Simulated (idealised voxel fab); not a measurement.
Process module heading - voxel self aligned vias
Displayed cross-section: cut, width of 285 nm, square cells sized 5 nm.
Cross-section format: a grid of square cells, given as bands from top to bottom; each band is one or more rows of cells. Top, bottom (nm), then materials left to right with widths (nm); lone material tagged "edge to edge" fills the whole band edge to edge; "blank" = empty space. Ref level 0: as-received wafer is one material below here. Bottom band extends down with no lower bound ("top 0, no bottom"). The two numbers in a width such as "30 to 40" mark its ends across the band: the first belongs to the top row of cells, the second to the bottom row, and from each row to the next the width moves by the same amount. No cell of the cross-section changed in a step that is given as "changes: none". So "Closed void listing" is basically the list of trapped voids: any empty space of 8 cells or more that can't reach the top through an opening. They're written width x height at distance, the distance being from the left edge, and it's all nm. Anything after a step's settings on that line? It's the simulator's own note about the step. overlay nm: step with mask; distance mask lay right of planned place; negative value = left of planned place.

Here's what the planned process steps look like:
| 1 | RECEIVE: material Si |
| 2 | CONFORMAL_DEP: material SiO2, thk nm 15 |
| 3 | CONFORMAL_DEP: material SiCN, thk nm 5 |
| 4 | DIRECTIONAL_DEP: material lowk, thk nm 25 |
| 5 | MASKED_ETCH: tone open, mask id LINES, width nm 30, pitch nm 60, etch materials lowk, depth nm 25, overlay nm 0 |
| 6 | CONFORMAL_DEP: material TiN, thk nm 5 |
| 7 | FILL_DEP: material W, thk nm 10 |
| 8 | CMP: height nm 45 |
| 9 | SELECTIVE_ETCH: etch materials W Ru TiN, depth nm 5 |
| 10 | FILL_DEP: material SiN, thk nm 5 |
| 11 | CMP: height nm 45 |
| 12 | DIRECTIONAL_DEP: material lowk, thk nm 20 |
| 13 | MASKED_ETCH: tone open, mask id VIAS, width nm 40, pitch nm 60, etch materials lowk, depth nm 20, overlay nm 0 |
| 14 | MASKED_ETCH: tone open, mask id VIAS, width nm 40, pitch nm 60, etch materials SiN, depth nm 5, overlay nm 0 |
| 15 | CONFORMAL_DEP: material TiN, thk nm 5 |
| 16 | FILL_DEP: material Cu, thk nm 5 |
| 17 | CMP: height nm 65 |
| 18 | CONFORMAL_DEP: material SiCN, thk nm 5 |

Cross-section of the wafer at receipt, which is the condition after step 1:
> top 0, no bottom | Si edge to edge
> Closed void listing: none

The first of two wafers, cross-sectioned at the end of the module, with the run proceeding as planned:
> top 70, bottom 65 | SiCN edge to edge
> top 65, bottom 50 | lowk: 60; TiN: 5; Cu: 30; TiN: 5; lowk: 20; TiN: 5; Cu: 30; TiN: 5; lowk: 20; TiN: 5; Cu: 30; TiN: 5; lowk: 65
> top 50, bottom 45 | lowk: 60; TiN: 10; Cu: 20; TiN: 10; lowk: 20; TiN: 10; Cu: 20; TiN: 10; lowk: 20; TiN: 10; Cu: 20; TiN: 10; lowk: 65
> top 45, bottom 40 | lowk: 65; TiN: 30; lowk: 30; TiN: 30; lowk: 30; TiN: 30; lowk: 70
> top 40, bottom 25 | lowk: 65; TiN: 5; W: 20; TiN: 5; lowk: 30; TiN: 5; W: 20; TiN: 5; lowk: 30; TiN: 5; W: 20; TiN: 5; lowk: 70
> top 25, bottom 20 | lowk: 65; TiN: 30; lowk: 30; TiN: 30; lowk: 30; TiN: 30; lowk: 70
> top 20, bottom 15 | SiCN edge to edge
> top 15, bottom 0 | SiO2 edge to edge
> top 0, no bottom | Si edge to edge
> Closed void listing: none

Cross-sectional image of the second wafer of the two following completion of the module. Starting state and process plan were the same as for the first wafer; one execution error occurred:
> top 70, bottom 65 | SiCN edge to edge
> top 65, bottom 50 | lowk: 70; TiN: 5; Cu: 30; TiN: 5; lowk: 20; TiN: 5; Cu: 30; TiN: 5; lowk: 20; TiN: 5; Cu: 30; TiN: 5; lowk: 55
> top 50, bottom 45 | lowk: 70; TiN: 5; Cu: 15; TiN: 20; lowk: 20; TiN: 5; Cu: 15; TiN: 20; lowk: 20; TiN: 5; Cu: 15; TiN: 20; lowk: 55
> top 45, bottom 40 | lowk: 65; SiN: 5; TiN: 25; lowk: 30; SiN: 5; TiN: 25; lowk: 30; SiN: 5; TiN: 25; lowk: 70
> top 40, bottom 25 | lowk: 65; TiN: 5; W: 20; TiN: 5; lowk: 30; TiN: 5; W: 20; TiN: 5; lowk: 30; TiN: 5; W: 20; TiN: 5; lowk: 70
> top 25, bottom 20 | lowk: 65; TiN: 30; lowk: 30; TiN: 30; lowk: 30; TiN: 30; lowk: 70
> top 20, bottom 15 | SiCN edge to edge
> top 15, bottom 0 | SiO2 edge to edge
> top 0, no bottom | Si edge to edge
> Closed void listing: none
what went wrong: step 13 ran differently from the plan; actual operation with settings: MASKED_ETCH: tone open, mask id VIAS, width nm 40, pitch nm 60, etch materials lowk, depth nm 20, overlay nm 10
Count the cells at the end and the second wafer has more or fewer of some materials than the first: Cu: 3 fewer, SiN: 3 more
